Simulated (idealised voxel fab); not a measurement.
The process module presented herein is designated voxel trench capacitor.
Square cell edge 5 nm, section width 160 nm, ID cut.
We lay out every cross-section as a grid of square cells and spell it out in bands from the top down, where one band means one or more rows of cells.
Band: top and bottom heights (nm) first, top before bottom; then materials from left to right, widths in nm. "throughout" marks a sole material filling the band edge to edge. "blank" denotes empty space.
Note: height 0 marks the level under which the wafer is uniformly one material as received. Lowest band unbounded below, written "z 0 and below".
Read "30..40" as a graded width: first number on top, second number at the bottom, same change between each pair of neighbouring rows.
Reading "remained unchanged" for a step: not a cell of the cross-section changed in it.
Each empty space that has no open way to the top and spans at least 8 cells appears under "Closed void catalog" as width x height at distance, the distance counted from the left edge, all in nm.
after a step's settings: what the simulator itself notes on the step
A step line may carry the setting "overlay nm", which, for steps involving a mask, states the distance by which the mask lay to the right of its intended position; negative values denote displacement to the left.

**So here's the lineup of process steps we planned**
| 1 | RECEIVE | material Si |
| 2 | CONFORMAL_DEP | material SiN | thk nm 5 |
| 3 | DIRECTIONAL_DEP | material aC | thk nm 15 |
| 4 | PATTERN | tone open | mask id TRENCH | material resist | width nm 15 | pitch nm 35 | thk nm 30 | overlay nm 0 |
| 5 | DIRECTIONAL_ETCH | etch materials aC | depth nm 15 |
| 6 | STRIP | etch materials resist |
| 7 | DIRECTIONAL_ETCH | etch materials SiN | depth nm 5 |
| 8 | DIRECTIONAL_ETCH | etch materials Si | depth nm 25 |
| 9 | STRIP | etch materials aC |
| 10 | CONFORMAL_DEP | material Al2O3 | thk nm 5 |
| 11 | FILL_DEP | material polySi | thk nm 5 |
| 12 | CMP | height nm -5 |
The wafers are alike at the start. At step 12, their height nm differs. The plan lists the first wafer's value.

**Step 1 complete: as-received cross-section of the first of several wafers**
* z 0 and below = Si throughout
* Closed void catalog: none

**First of several wafers in cross-section at module end, following the final step, step 12**
* z -5 to -20 = Si 55, Al2O3 5, polySi 5, Al2O3 5, Si 20, Al2O3 5, polySi 5, Al2O3 5, Si 55
* z -20 to -25 = Si 55, Al2O3 15, Si 20, Al2O3 15, Si 55
* z -25 and below = Si throughout
* Closed void catalog: none

**A cross-section through the last wafer at the close of the module**
* z 15 to 10 = polySi throughout
* z 10 to 5 = Al2O3 60, polySi 5, Al2O3 30, polySi 5, Al2O3 60
* z 5 to 0 = SiN 55, Al2O3 5, polySi 5, Al2O3 5, SiN 20, Al2O3 5, polySi 5, Al2O3 5, SiN 55
* z 0 to -20 = Si 55, Al2O3 5, polySi 5, Al2O3 5, Si 20, Al2O3 5, polySi 5, Al2O3 5, Si 55
* z -20 to -25 = Si 55, Al2O3 15, Si 20, Al2O3 15, Si 55
* z -25 and below = Si throughout
* Closed void catalog: none

**Row per wafer, end-of-module: cell gain (+)/loss (-) by material since the wafer came in, then closed voids**
height nm -5 | +18 Al2O3 | -56 Si | +6 polySi | Closed void catalog: none
height nm 0 | +22 Al2O3 | -30 Si | +8 polySi | Closed void catalog: none
height nm 5 | +26 Al2O3 | -30 Si | +26 SiN | +10 polySi | Closed void catalog: none
height nm 10 | +56 Al2O3 | -30 Si | +26 SiN | +12 polySi | Closed void catalog: none
height nm 15 | +56 Al2O3 | -30 Si | +26 SiN | +44 polySi | Closed void catalog: none
